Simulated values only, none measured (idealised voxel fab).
Documented hereafter: the process module known as voxel air gaps.
It is cross-section cut that appears here, measuring 180 nm in width, its square cells being 5 nm in size.
For the purposes of this document, a cross-section shall be understood as a grid of square cells, specified as bands listed in top-to-bottom order, each band consisting of one or more rows of cells. What a band's entry tells you: where the top is and where the bottom is, as heights in nm, and after that what lies inside, material by material from left to right, each with its width in nm. Empty space is written as the word "empty", and a single material marked with the word "throughout" occupies the band from edge to edge. Height 0 is the level under which the wafer as received is all one material. The lowest band goes on downwards, as in "0..down". Top row gets the first number, bottom row gets the second, and each row in between changes by the same step: that is how a band width like "30..40" works. Take "nothing was modified" at face value: in the step it is given for, the cross-section changed in none of its cells. In "Closed cavities" the enclosed voids are listed, meaning empty spaces of 8 cells or larger without any opening to the top. The form is width x height at distance, distance from the left edge, units nm. On a step's line, text after the settings is the simulator commenting on that step. Steps that use a mask can have "overlay nm" on their line. It says how far the mask sat to the right of where it was meant to be. Negative means to the left.
### Planned process steps
1,RECEIVE (material Si)
2,CONFORMAL_DEP (material SiO2; thk nm 10)
3,CONFORMAL_DEP (material SiN; thk nm 5)
4,DIRECTIONAL_DEP (material SiO2; thk nm 40)
5,MASKED_ETCH (tone open; mask id LINES; width nm 25; pitch nm 55; etch materials SiO2; depth nm 40; overlay nm 0)
6,CONFORMAL_DEP (material TiN; thk nm 5)
7,FILL_DEP (material Ru; thk nm 10)
8,CMP (height nm 55)
9,EPI (material Ru; thk nm 10)
10,SELECTIVE_ETCH (etch materials SiO2; depth nm 50)
11,CONFORMAL_DEP (material SiCN; thk nm 5)
### First wafer out of two, processed as planned
### As received (post step 1): cross-section
- 0..down: Si throughout
- Closed cavities: none
### Cross-sectional representation of the wafer at the conclusion of step 2
- 10..0: SiO2 throughout
- Everything below 0 is unchanged.
### Cross-sectional representation of the wafer at the conclusion of step 3
- 15..10: SiN throughout
- Everything below 10 is unchanged.
### Cross-sectional representation of the wafer at the conclusion of step 4
- 55..15: SiO2 throughout
- Everything below 15 is unchanged.
### Cross-sectional representation of the wafer at the conclusion of step 5
- 55..15: SiO2 (20); empty (25); SiO2 (30); empty (25); SiO2 (30); empty (25); SiO2 (25)
- Everything below 15 is unchanged.
### Cross-sectional representation of the wafer at the conclusion of step 6
- 60..55: TiN (25); empty (15); TiN (40); empty (15); TiN (40); empty (15); TiN (30)
- 55..20: SiO2 (20); TiN (5); empty (15); TiN (5); SiO2 (30); TiN (5); empty (15); TiN (5); SiO2 (30); TiN (5); empty (15); TiN (5); SiO2 (25)
- 20..15: SiO2 (20); TiN (25); SiO2 (30); TiN (25); SiO2 (30); TiN (25); SiO2 (25)
- Everything below 15 is unchanged.
### Cross-sectional representation of the wafer at the conclusion of step 7
- 70..60: Ru throughout
- 60..55: TiN (25); Ru (15); TiN (40); Ru (15); TiN (40); Ru (15); TiN (30)
- 55..20: SiO2 (20); TiN (5); Ru (15); TiN (5); SiO2 (30); TiN (5); Ru (15); TiN (5); SiO2 (30); TiN (5); Ru (15); TiN (5); SiO2 (25)
- Everything below 20 is unchanged.
### Cross-sectional representation of the wafer at the conclusion of step 8
- 55..20: SiO2 (20); TiN (5); Ru (15); TiN (5); SiO2 (30); TiN (5); Ru (15); TiN (5); SiO2 (30); TiN (5); Ru (15); TiN (5); SiO2 (25)
- Everything below 20 is unchanged.
### Cross-sectional representation of the wafer at the conclusion of step 9
- 65..55: empty (10); Ru (45); empty (10); Ru (45); empty (10); Ru (45); empty (15)
- Everything below 55 is unchanged.
### Cross-sectional representation of the wafer at the conclusion of step 10
- 65..55: empty (10); Ru (45); empty (10); Ru (45); empty (10); Ru (45); empty (15)
- 55..20: empty (20); TiN (5); Ru (15); TiN (5); empty (30); TiN (5); Ru (15); TiN (5); empty (30); TiN (5); Ru (15); TiN (5); empty (25)
- 20..15: empty (20); TiN (25); empty (30); TiN (25); empty (30); TiN (25); empty (25)
- Everything below 15 is unchanged.
### Cross-sectional representation of the wafer at the conclusion of step 11
- 70..65: empty (5); SiCN (165); empty (10)
- 65..55: empty (5); SiCN (5); Ru (45); SiCN (10); Ru (45); SiCN (10); Ru (45); SiCN (5); empty (10)
- 55..50: empty (5); SiCN (15); TiN (5); Ru (15); TiN (5); SiCN (30); TiN (5); Ru (15); TiN (5); SiCN (30); TiN (5); Ru (15); TiN (5); SiCN (15); empty (10)
- 50..20: empty (15); SiCN (5); TiN (5); Ru (15); TiN (5); SiCN (5); empty (20); SiCN (5); TiN (5); Ru (15); TiN (5); SiCN (5); empty (20); SiCN (5); TiN (5); Ru (15); TiN (5); SiCN (5); empty (20)
- 20..15: SiCN (20); TiN (25); SiCN (30); TiN (25); SiCN (30); TiN (25); SiCN (25)
- Everything below 15 is unchanged.
- Closed cavities: 20 x 30 at 50; 20 x 30 at 105
### second wafer: like start, like plan, one mistake. Through step 4 it matches the first wafer
### Cross-section of the second wafer at the time by which step 5 should have been completed according to the plan
- 55..15: SiO2 (20); empty (30); SiO2 (25); empty (30); SiO2 (25); empty (30); SiO2 (20)
- Everything below 15 is unchanged.
### Cross-section of the second wafer at the time by which step 6 should have been completed according to the plan
- 60..55: TiN (25); empty (20); TiN (35); empty (20); TiN (35); empty (20); TiN (25)
- 55..20: SiO2 (20); TiN (5); empty (20); TiN (5); SiO2 (25); TiN (5); empty (20); TiN (5); SiO2 (25); TiN (5); empty (20); TiN (5); SiO2 (20)
- 20..15: SiO2 (20); TiN (30); SiO2 (25); TiN (30); SiO2 (25); TiN (30); SiO2 (20)
- Everything below 15 is unchanged.
### Cross-section of the second wafer at the time by which step 7 should have been completed according to the plan
- 70..60: Ru throughout
- 60..55: TiN (25); Ru (20); TiN (35); Ru (20); TiN (35); Ru (20); TiN (25)
- 55..20: SiO2 (20); TiN (5); Ru (20); TiN (5); SiO2 (25); TiN (5); Ru (20); TiN (5); SiO2 (25); TiN (5); Ru (20); TiN (5); SiO2 (20)
- Everything below 20 is unchanged.
### Cross-section of the second wafer at the time by which step 8 should have been completed according to the plan
- 55..20: SiO2 (20); TiN (5); Ru (20); TiN (5); SiO2 (25); TiN (5); Ru (20); TiN (5); SiO2 (25); TiN (5); Ru (20); TiN (5); SiO2 (20)
- Everything below 20 is unchanged.
### Cross-section of the second wafer at the time by which step 9 should have been completed according to the plan
- 65..55: empty (10); Ru (50); empty (5); Ru (50); empty (5); Ru (50); empty (10)
- Everything below 55 is unchanged.
### Cross-section of the second wafer at the time by which step 10 should have been completed according to the plan
- 65..55: empty (10); Ru (50); empty (5); Ru (50); empty (5); Ru (50); empty (10)
- 55..20: empty (20); TiN (5); Ru (20); TiN (5); empty (25); TiN (5); Ru (20); TiN (5); empty (25); TiN (5); Ru (20); TiN (5); empty (20)
- 20..15: empty (20); TiN (30); empty (25); TiN (30); empty (25); TiN (30); empty (20)
- Everything below 15 is unchanged.
### Cross-section of the second wafer at the time by which step 11 should have been completed according to the plan
- 70..65: empty (5); SiCN (170); empty (5)
- 65..55: empty (5); SiCN (5); Ru (50); SiCN (5); Ru (50); SiCN (5); Ru (50); SiCN (5); empty (5)
- 55..50: empty (5); SiCN (15); TiN (5); Ru (20); TiN (5); SiCN (25); TiN (5); Ru (20); TiN (5); SiCN (25); TiN (5); Ru (20); TiN (5); SiCN (15); empty (5)
- 50..20: empty (15); SiCN (5); TiN (5); Ru (20); TiN (5); SiCN (5); empty (15); SiCN (5); TiN (5); Ru (20); TiN (5); SiCN (5); empty (15); SiCN (5); TiN (5); Ru (20); TiN (5); SiCN (5); empty (15)
- 20..15: SiCN (20); TiN (30); SiCN (25); TiN (30); SiCN (25); TiN (30); SiCN (20)
- Everything below 15 is unchanged.
- Closed cavities: 15 x 30 at 55; 15 x 30 at 110
Short version of what went wrong: it should be noted that step 5 was executed with settings other than those planned, the operation and settings actually applied being MASKED_ETCH (tone open; mask id LINES; width nm 30; pitch nm 55; etch materials SiO2; depth nm 40; overlay nm 0)
The second wafer ends with more or fewer cells of some materials than the first, per final count: Ru: 27 more, SiCN: 8 fewer, TiN: 3 more
